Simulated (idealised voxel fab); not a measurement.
process module | voxel ribs on slabs
Section cut is 225 nm wide and gridded with 5 nm square cells.
For the purposes of this document, a cross-section shall be understood as a grid of square cells, specified as bands listed in top-to-bottom order, each band consisting of one or more rows of cells.
Each band's line starts with the height of the band's top and of its bottom, in nm. Then come its materials from left to right, each with its width in nm. One material with "throughout" fills the band from edge to edge. "blank" is empty space.
Zero point of the height axis is 0; under it, received wafer = one material. Lowest band: continues down indefinitely, "0..down".
Think of "30->40" as a width that walks from the first number to the second as you go down the band, top row to bottom row, taking equal-sized steps from row to row.
The cross-section has no changed cell in any step marked "nothing was modified".
You'll see "Listed closed voids" listing empty spaces that have no way open to the top, as long as they're 8 cells or more; the notation is width x height at distance, where the distance is from the left edge, and all of it is in nm.
Anything after a step's settings on that line? It's the simulator's own note about the step.
The line of a step may include "overlay nm". On a step with a mask, this value is how far to the right of its planned place the mask lay. A negative value means the mask lay to the left.

Process steps (planned)
| 1 | RECEIVE,material Si |
| 2 | DIRECTIONAL_DEP,material SiO2,thk nm 30 |
| 3 | DIRECTIONAL_DEP,material SiN,thk nm 25 |
| 4 | PATTERN,tone cover,mask id RIB,material resist,width nm 20,thk nm 20,overlay nm 0 |
| 5 | DIRECTIONAL_ETCH,etch materials SiN,depth nm 10 |
| 6 | STRIP,etch materials resist |
| 7 | MASKED_ETCH,tone cover,mask id SLAB,width nm 80,etch materials SiN,depth nm 15,overlay nm 0 |
| 8 | FILL_DEP,material SiO2,thk nm 25 |
| 9 | CMP,height nm 70 |
| 10 | DIRECTIONAL_DEP,material TiN,thk nm 10 |
| 11 | PATTERN,tone cover,mask id HEATER,material resist,width nm 30,thk nm 15,overlay nm 0 |
| 12 | DIRECTIONAL_ETCH,etch materials TiN,depth nm 10 |
| 13 | STRIP,etch materials resist |
| 14 | CONFORMAL_DEP,material SiO2,thk nm 5 |

Incoming wafer, cross-sectional view, post step 1
* 0..down | Si throughout
* Listed closed voids: none

The first of the two wafers as seen in cross-section once the module was finished; processing followed the plan
* 85..80 | blank 90  SiO2 40  blank 95
* 80..75 | blank 90  SiO2 5  TiN 30  SiO2 5  blank 95
* 75..70 | SiO2 95  TiN 30  SiO2 100
* 70..55 | SiO2 throughout
* 55..45 | SiO2 100  SiN 20  SiO2 105
* 45..30 | SiO2 70  SiN 80  SiO2 75
* 30..0 | SiO2 throughout
* 0..down | Si throughout
* Listed closed voids: none

End of module, second wafer, cross-section. Started like the first, planned like the first, run with one mistake
* 80..70 | blank 95  TiN 30  blank 100
* 70..55 | SiO2 throughout
* 55..45 | SiO2 100  SiN 20  SiO2 105
* 45..30 | SiO2 70  SiN 80  SiO2 75
* 30..0 | SiO2 throughout
* 0..down | Si throughout
* Listed closed voids: none
The mistake made against the process plan was this: step 14 of the plan was excluded from execution and never run
Count the cells at the end and the second wafer has more or fewer of some materials than the first: -49 SiO2
